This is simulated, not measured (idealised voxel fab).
Name of the process module below: voxel self aligned contacts
For reference, the cross-section in this document is cut, with width 285 nm and square cells of 5 nm.
For the purposes of this document, a cross-section shall be understood as a grid of square cells, specified as bands listed in top-to-bottom order, each band consisting of one or more rows of cells. Top height, bottom height, nm. Materials left to right, width each, nm. Single material + "everywhere" = fills band edge to edge. "blank" = empty. We count height from 0. Below that, the starting wafer is all one material. The lowest band never ends at the bottom but goes on down; see "0 and below" for how that is written. So if you see something like "30->40" for the width, read it as the top row of the band sitting at the first number and the bottom row at the second, with every row in between moving by the same amount as the last. The designation "nothing got changed", where it is given for a processing step, indicates that no cell of the cross-section was altered in the course of that step. Basically, "Unvented voids" tells you about the enclosed voids: empty spaces with no open way to the top, 8 cells or bigger, each written width x height at distance, where distance is from the left edge, all in nm. Anything after a step's settings on that line? It's the simulator's own note about the step. You can add "overlay nm" to a step's line. For a step with a mask, it describes how far the mask lay to the right of its planned position, and a negative number describes a lay to the left.

plan:
1: RECEIVE: material Si
2: OXIDIZE: depth nm 5
3: DIRECTIONAL_DEP: material polySi, thk nm 30
4: DIRECTIONAL_DEP: material SiN, thk nm 20
5: DIRECTIONAL_DEP: material aC, thk nm 15
6: PATTERN: tone cover, mask id GATE, material resist, width nm 25, pitch nm 60, thk nm 30, overlay nm 0
7: DIRECTIONAL_ETCH: etch materials aC, depth nm 15
8: STRIP: etch materials resist
9: DIRECTIONAL_ETCH: etch materials SiN, depth nm 20
10: DIRECTIONAL_ETCH: etch materials polySi, depth nm 30
11: STRIP: etch materials aC
12: CONFORMAL_DEP: material SiN, thk nm 10
13: DIRECTIONAL_ETCH: etch materials SiN, depth nm 10
14: FILL_DEP: material SiO2, thk nm 15
15: CMP: height nm 55
16: MASKED_ETCH: tone open, mask id CONTACT, width nm 45, pitch nm 60, etch materials SiO2, depth nm 60, overlay nm 0
17: CONFORMAL_DEP: material TiN, thk nm 5
18: FILL_DEP: material Ru, thk nm 10
19: CMP: height nm 55
20: CONFORMAL_DEP: material SiN, thk nm 5

First wafer, two in total, run as planned:

Cross-section of the wafer at receipt, which is the condition after step 1:
  0 and below = Si everywhere
  Unvented voids: none

How the wafer stands in section after step 2:
  0 down to -5 = SiO2 everywhere
  Below -5, the layers are the same as they were.

How the wafer stands in section after step 3:
  30 down to 0 = polySi everywhere
  Below 0, the layers are the same as they were.

How the wafer stands in section after step 4:
  50 down to 30 = SiN everywhere
  Below 30, the layers are the same as they were.

How the wafer stands in section after step 5:
  65 down to 50 = aC everywhere
  Below 50, the layers are the same as they were.

How the wafer stands in section after step 6:
  95 down to 65 = blank 70 nm; resist 25 nm; blank 35 nm; resist 25 nm; blank 35 nm; resist 25 nm; blank 70 nm
  Below 65, the layers are the same as they were.

How the wafer stands in section after step 7:
  80 down to 65 = blank 70 nm; resist 25 nm; blank 35 nm; resist 25 nm; blank 35 nm; resist 25 nm; blank 70 nm
  65 down to 50 = blank 70 nm; aC 25 nm; blank 35 nm; aC 25 nm; blank 35 nm; aC 25 nm; blank 70 nm
  Below 50, the layers are the same as they were.

How the wafer stands in section after step 8:
  65 down to 50 = blank 70 nm; aC 25 nm; blank 35 nm; aC 25 nm; blank 35 nm; aC 25 nm; blank 70 nm
  Below 50, the layers are the same as they were.

How the wafer stands in section after step 9:
  65 down to 50 = blank 70 nm; aC 25 nm; blank 35 nm; aC 25 nm; blank 35 nm; aC 25 nm; blank 70 nm
  50 down to 30 = blank 70 nm; SiN 25 nm; blank 35 nm; SiN 25 nm; blank 35 nm; SiN 25 nm; blank 70 nm
  Below 30, the layers are the same as they were.

How the wafer stands in section after step 10:
  65 down to 50 = blank 70 nm; aC 25 nm; blank 35 nm; aC 25 nm; blank 35 nm; aC 25 nm; blank 70 nm
  50 down to 30 = blank 70 nm; SiN 25 nm; blank 35 nm; SiN 25 nm; blank 35 nm; SiN 25 nm; blank 70 nm
  30 down to 0 = blank 70 nm; polySi 25 nm; blank 35 nm; polySi 25 nm; blank 35 nm; polySi 25 nm; blank 70 nm
  Below 0, the layers are the same as they were.

How the wafer stands in section after step 11:
  50 down to 30 = blank 70 nm; SiN 25 nm; blank 35 nm; SiN 25 nm; blank 35 nm; SiN 25 nm; blank 70 nm
  Below 30, the layers are the same as they were.

How the wafer stands in section after step 12:
  60 down to 30 = blank 60 nm; SiN 45 nm; blank 15 nm; SiN 45 nm; blank 15 nm; SiN 45 nm; blank 60 nm
  30 down to 10 = blank 60 nm; SiN 10 nm; polySi 25 nm; SiN 10 nm; blank 15 nm; SiN 10 nm; polySi 25 nm; SiN 10 nm; blank 15 nm; SiN 10 nm; polySi 25 nm; SiN 10 nm; blank 60 nm
  10 down to 0 = SiN 70 nm; polySi 25 nm; SiN 35 nm; polySi 25 nm; SiN 35 nm; polySi 25 nm; SiN 70 nm
  Below 0, the layers are the same as they were.

How the wafer stands in section after step 13:
  50 down to 30 = blank 60 nm; SiN 45 nm; blank 15 nm; SiN 45 nm; blank 15 nm; SiN 45 nm; blank 60 nm
  30 down to 0 = blank 60 nm; SiN 10 nm; polySi 25 nm; SiN 10 nm; blank 15 nm; SiN 10 nm; polySi 25 nm; SiN 10 nm; blank 15 nm; SiN 10 nm; polySi 25 nm; SiN 10 nm; blank 60 nm
  Below 0, the layers are the same as they were.

How the wafer stands in section after step 14:
  65 down to 50 = SiO2 everywhere
  50 down to 30 = SiO2 60 nm; SiN 45 nm; SiO2 15 nm; SiN 45 nm; SiO2 15 nm; SiN 45 nm; SiO2 60 nm
  30 down to 0 = SiO2 60 nm; SiN 10 nm; polySi 25 nm; SiN 10 nm; SiO2 15 nm; SiN 10 nm; polySi 25 nm; SiN 10 nm; SiO2 15 nm; SiN 10 nm; polySi 25 nm; SiN 10 nm; SiO2 60 nm
  Below 0, the layers are the same as they were.

How the wafer stands in section after step 15:
  55 down to 50 = SiO2 everywhere
  Below 50, the layers are the same as they were.

How the wafer stands in section after step 16:
  55 down to 50 = SiO2 90 nm; blank 45 nm; SiO2 15 nm; blank 45 nm; SiO2 90 nm
  50 down to 30 = SiO2 60 nm; SiN 45 nm; blank 15 nm; SiN 45 nm; blank 15 nm; SiN 45 nm; SiO2 60 nm
  30 down to 0 = SiO2 60 nm; SiN 10 nm; polySi 25 nm; SiN 10 nm; blank 15 nm; SiN 10 nm; polySi 25 nm; SiN 10 nm; blank 15 nm; SiN 10 nm; polySi 25 nm; SiN 10 nm; SiO2 60 nm
  0 down to -5 = SiO2 105 nm; blank 15 nm; SiO2 45 nm; blank 15 nm; SiO2 105 nm
  Below -5, the layers are the same as they were.

How the wafer stands in section after step 17:
  60 down to 55 = TiN 95 nm; blank 35 nm; TiN 25 nm; blank 35 nm; TiN 95 nm
  55 down to 50 = SiO2 90 nm; TiN 20 nm; blank 5 nm; TiN 20 nm; SiO2 15 nm; TiN 20 nm; blank 5 nm; TiN 20 nm; SiO2 90 nm
  50 down to 30 = SiO2 60 nm; SiN 45 nm; TiN 5 nm; blank 5 nm; TiN 5 nm; SiN 45 nm; TiN 5 nm; blank 5 nm; TiN 5 nm; SiN 45 nm; SiO2 60 nm
  30 down to 0 = SiO2 60 nm; SiN 10 nm; polySi 25 nm; SiN 10 nm; TiN 5 nm; blank 5 nm; TiN 5 nm; SiN 10 nm; polySi 25 nm; SiN 10 nm; TiN 5 nm; blank 5 nm; TiN 5 nm; SiN 10 nm; polySi 25 nm; SiN 10 nm; SiO2 60 nm
  0 down to -5 = SiO2 105 nm; TiN 15 nm; SiO2 45 nm; TiN 15 nm; SiO2 105 nm
  Below -5, the layers are the same as they were.

How the wafer stands in section after step 18:
  70 down to 60 = Ru everywhere
  60 down to 55 = TiN 95 nm; Ru 35 nm; TiN 25 nm; Ru 35 nm; TiN 95 nm
  55 down to 50 = SiO2 90 nm; TiN 20 nm; Ru 5 nm; TiN 20 nm; SiO2 15 nm; TiN 20 nm; Ru 5 nm; TiN 20 nm; SiO2 90 nm
  50 down to 30 = SiO2 60 nm; SiN 45 nm; TiN 5 nm; Ru 5 nm; TiN 5 nm; SiN 45 nm; TiN 5 nm; Ru 5 nm; TiN 5 nm; SiN 45 nm; SiO2 60 nm
  30 down to 0 = SiO2 60 nm; SiN 10 nm; polySi 25 nm; SiN 10 nm; TiN 5 nm; Ru 5 nm; TiN 5 nm; SiN 10 nm; polySi 25 nm; SiN 10 nm; TiN 5 nm; Ru 5 nm; TiN 5 nm; SiN 10 nm; polySi 25 nm; SiN 10 nm; SiO2 60 nm
  Below 0, the layers are the same as they were.

How the wafer stands in section after step 19:
  55 down to 50 = SiO2 90 nm; TiN 20 nm; Ru 5 nm; TiN 20 nm; SiO2 15 nm; TiN 20 nm; Ru 5 nm; TiN 20 nm; SiO2 90 nm
  Below 50, the layers are the same as they were.

How the wafer stands in section after step 20:
  60 down to 55 = SiN everywhere
  Below 55, the layers are the same as they were.

Wafer two of the pair: same origin, same plan, one error during the run; identical to wafer one up to and including step 15:

Here is the second wafer in cross-section at the point where step 16 of the plan should have been done:
  55 down to 50 = SiO2 95 nm; blank 45 nm; SiO2 15 nm; blank 45 nm; SiO2 85 nm
  50 down to 30 = SiO2 60 nm; SiN 45 nm; blank 15 nm; SiN 45 nm; blank 15 nm; SiN 45 nm; SiO2 60 nm
  30 down to 0 = SiO2 60 nm; SiN 10 nm; polySi 25 nm; SiN 10 nm; blank 15 nm; SiN 10 nm; polySi 25 nm; SiN 10 nm; blank 15 nm; SiN 10 nm; polySi 25 nm; SiN 10 nm; SiO2 60 nm
  0 down to -5 = SiO2 105 nm; blank 15 nm; SiO2 45 nm; blank 15 nm; SiO2 105 nm
  Below -5, the layers are the same as they were.

Here is the second wafer in cross-section at the point where step 17 of the plan should have been done:
  60 down to 55 = TiN 100 nm; blank 35 nm; TiN 25 nm; blank 35 nm; TiN 90 nm
  55 down to 50 = SiO2 95 nm; TiN 15 nm; blank 5 nm; TiN 25 nm; SiO2 15 nm; TiN 15 nm; blank 5 nm; TiN 25 nm; SiO2 85 nm
  50 down to 30 = SiO2 60 nm; SiN 45 nm; TiN 5 nm; blank 5 nm; TiN 5 nm; SiN 45 nm; TiN 5 nm; blank 5 nm; TiN 5 nm; SiN 45 nm; SiO2 60 nm
  30 down to 0 = SiO2 60 nm; SiN 10 nm; polySi 25 nm; SiN 10 nm; TiN 5 nm; blank 5 nm; TiN 5 nm; SiN 10 nm; polySi 25 nm; SiN 10 nm; TiN 5 nm; blank 5 nm; TiN 5 nm; SiN 10 nm; polySi 25 nm; SiN 10 nm; SiO2 60 nm
  0 down to -5 = SiO2 105 nm; TiN 15 nm; SiO2 45 nm; TiN 15 nm; SiO2 105 nm
  Below -5, the layers are the same as they were.

Here is the second wafer in cross-section at the point where step 18 of the plan should have been done:
  70 down to 60 = Ru everywhere
  60 down to 55 = TiN 100 nm; Ru 35 nm; TiN 25 nm; Ru 35 nm; TiN 90 nm
  55 down to 50 = SiO2 95 nm; TiN 15 nm; Ru 5 nm; TiN 25 nm; SiO2 15 nm; TiN 15 nm; Ru 5 nm; TiN 25 nm; SiO2 85 nm
  50 down to 30 = SiO2 60 nm; SiN 45 nm; TiN 5 nm; Ru 5 nm; TiN 5 nm; SiN 45 nm; TiN 5 nm; Ru 5 nm; TiN 5 nm; SiN 45 nm; SiO2 60 nm
  30 down to 0 = SiO2 60 nm; SiN 10 nm; polySi 25 nm; SiN 10 nm; TiN 5 nm; Ru 5 nm; TiN 5 nm; SiN 10 nm; polySi 25 nm; SiN 10 nm; TiN 5 nm; Ru 5 nm; TiN 5 nm; SiN 10 nm; polySi 25 nm; SiN 10 nm; SiO2 60 nm
  Below 0, the layers are the same as they were.

Here is the second wafer in cross-section at the point where step 19 of the plan should have been done:
  55 down to 50 = SiO2 95 nm; TiN 15 nm; Ru 5 nm; TiN 25 nm; SiO2 15 nm; TiN 15 nm; Ru 5 nm; TiN 25 nm; SiO2 85 nm
  Below 50, the layers are the same as they were.

Here is the second wafer in cross-section at the point where step 20 of the plan should have been done:
  60 down to 55 = SiN everywhere
  Below 55, the layers are the same as they were.
What went wrong in running the wafer? step 16, actual vs plan mismatch, actual run MASKED_ETCH: tone open, mask id CONTACT, width nm 45, pitch nm 60, etch materials SiO2, depth nm 60, overlay nm 5
By the end, you'd get the same cell count for each material on either wafer, but the second wafer puts them somewhere else.
